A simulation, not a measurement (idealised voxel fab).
voxel transistor to metal: a process module
Section shown: cut. Width: 185 nm. Cell size: 5 nm, square.
Format of a cross-section: grid, square cells. Given as bands. Order: top down. Band: one or more rows of cells. Band entry format. Leading values: height of top, height of bottom, nm. Remainder: materials in left-to-right order, each with its width in nm. Special words: "edge to edge" on a single material, which then fills the band edge to edge; "air", empty space. Beneath 0, the wafer as received is one material, and that level is where height counting begins. The lowest band goes on downward without a bottom; it is written like "0 down". A width given as "30..40" starts at the first number in the band's top row and ends at the second number in its bottom row, shifting by an equal amount at every step from row to row. It should be understood that the words "nothing altered", when stated for a given step, signify that the cross-section underwent no change in any of its cells during that step. In "Closed internal voids" the enclosed voids are listed, meaning empty spaces of 8 cells or larger without any opening to the top. The form is width x height at distance, distance from the left edge, units nm. Step line, after settings: the simulator's comment on this step. overlay nm: on a step with a mask, how far right of its planned place the mask lay; negative means left.

Process steps - plan:
1 RECEIVE,material Si
2 OXIDIZE,depth nm 5
3 CONFORMAL_DEP,material SiN,thk nm 10
4 DIRECTIONAL_DEP,material aC,thk nm 10
5 PATTERN,tone cover,mask id ACTIVE,material resist,width nm 120,thk nm 25,overlay nm 0
6 DIRECTIONAL_ETCH,etch materials aC,depth nm 10
7 STRIP,etch materials resist
8 DIRECTIONAL_ETCH,etch materials SiN,depth nm 10
9 DIRECTIONAL_ETCH,etch materials SiO2,depth nm 5
10 DIRECTIONAL_ETCH,etch materials Si,depth nm 20
11 STRIP,etch materials aC
12 OXIDIZE,depth nm 5
13 FILL_DEP,material SiO2,thk nm 5
14 CMP,height nm 10
15 SELECTIVE_ETCH,etch materials SiO2,depth nm 5
16 STRIP,etch materials SiN
17 SELECTIVE_ETCH,etch materials SiO2,depth nm 5
18 OXIDIZE,depth nm 5
19 DIRECTIONAL_DEP,material polySi,thk nm 25
20 DIRECTIONAL_DEP,material SiCN,thk nm 10
21 PATTERN,tone cover,mask id GATE,material resist,width nm 30,thk nm 15,overlay nm 0
22 DIRECTIONAL_ETCH,etch materials SiCN,depth nm 20
23 DIRECTIONAL_ETCH,etch materials polySi,depth nm 35
24 STRIP,etch materials resist
25 CONFORMAL_DEP,material SiO2,thk nm 5
26 DIRECTIONAL_ETCH,etch materials SiO2,depth nm 5
27 CONFORMAL_DEP,material SiN,thk nm 5
28 DIRECTIONAL_ETCH,etch materials SiN,depth nm 5
29 DIRECTIONAL_ETCH,etch materials SiO2,depth nm 5
30 DIRECTIONAL_ETCH,etch materials Si,depth nm 5
31 EPI,material SiGe,thk nm 5
32 FILL_DEP,material SiO2,thk nm 5
33 CMP,height nm 20
34 STRIP,etch materials polySi
35 SELECTIVE_ETCH,etch materials SiO2,depth nm 5
36 CONFORMAL_DEP,material HfO2,thk nm 5
37 CONFORMAL_DEP,material TiN,thk nm 5
38 FILL_DEP,material W,thk nm 5
39 CMP,height nm 15
40 DIRECTIONAL_DEP,material SiO2,thk nm 15
41 PATTERN,tone open,mask id CONTACT,material resist,width nm 15,pitch nm 85,thk nm 15,overlay nm 0
42 DIRECTIONAL_ETCH,etch materials SiO2,depth nm 40
43 STRIP,etch materials resist
44 CONFORMAL_DEP,material TiN,thk nm 5
45 FILL_DEP,material Ru,thk nm 10
46 CMP,height nm 30
47 CONFORMAL_DEP,material SiN,thk nm 5
48 DIRECTIONAL_DEP,material SiO2,thk nm 25
49 PATTERN,tone open,mask id METAL_1,material resist,width nm 15,pitch nm 85,thk nm 20,overlay nm 0
50 DIRECTIONAL_ETCH,etch materials SiO2,depth nm 25
51 DIRECTIONAL_ETCH,etch materials SiN,depth nm 5
52 STRIP,etch materials resist
53 CONFORMAL_DEP,material TiN,thk nm 5
54 FILL_DEP,material Cu,thk nm 10
55 CMP,height nm 60
56 CONFORMAL_DEP,material SiCN,thk nm 5

Cross-section, incoming material, after step 1:
0 down = Si edge to edge
Closed internal voids: none

Starting wafer: above. Plan: above. Run: one mistake. Cross-section after the module: below:
65 to 60 = SiCN edge to edge
60 to 35 = SiO2=40, TiN=5, Cu=5, TiN=5, SiO2=70, TiN=5, Cu=5, TiN=5, SiO2=45
35 to 30 = SiN=40, TiN=15, SiN=70, TiN=15, SiN=45
30 to 15 = SiO2=40, TiN=5, Ru=5, TiN=5, SiO2=70, TiN=5, Ru=5, TiN=5, SiO2=45
15 to 0 = SiO2=40, TiN=5, Ru=5, TiN=5, SiO2=10, SiN=5, HfO2=5, TiN=5, W=20, TiN=5, HfO2=5, SiN=5, SiO2=10, TiN=5, Ru=5, TiN=5, SiO2=45
0 to -5 = SiO2=30, SiN=5, SiO2=5, TiN=5, Ru=5, TiN=5, SiO2=10, SiN=5, HfO2=5, TiN=30, HfO2=5, SiN=5, SiO2=10, TiN=5, Ru=5, TiN=5, SiO2=5, SiN=5, SiO2=35
-5 to -10 = SiO2=40, TiN=15, SiO2=5, SiGe=5, SiO2=5, HfO2=40, SiO2=5, SiGe=5, SiO2=5, TiN=15, SiO2=45
-10 to -20 = SiO2=60, SiGe=5, Si=50, SiGe=5, SiO2=65
-20 to -25 = SiO2=35, SiGe=30, Si=50, SiGe=30, SiO2=40
-25 to -30 = SiO2=35, Si=110, SiO2=40
-30 down = Si edge to edge
Closed internal voids: none
Against the plan, the run slipped here: step 30: run off-plan, actual operation and settings DIRECTIONAL_ETCH,etch materials Si,depth nm 15
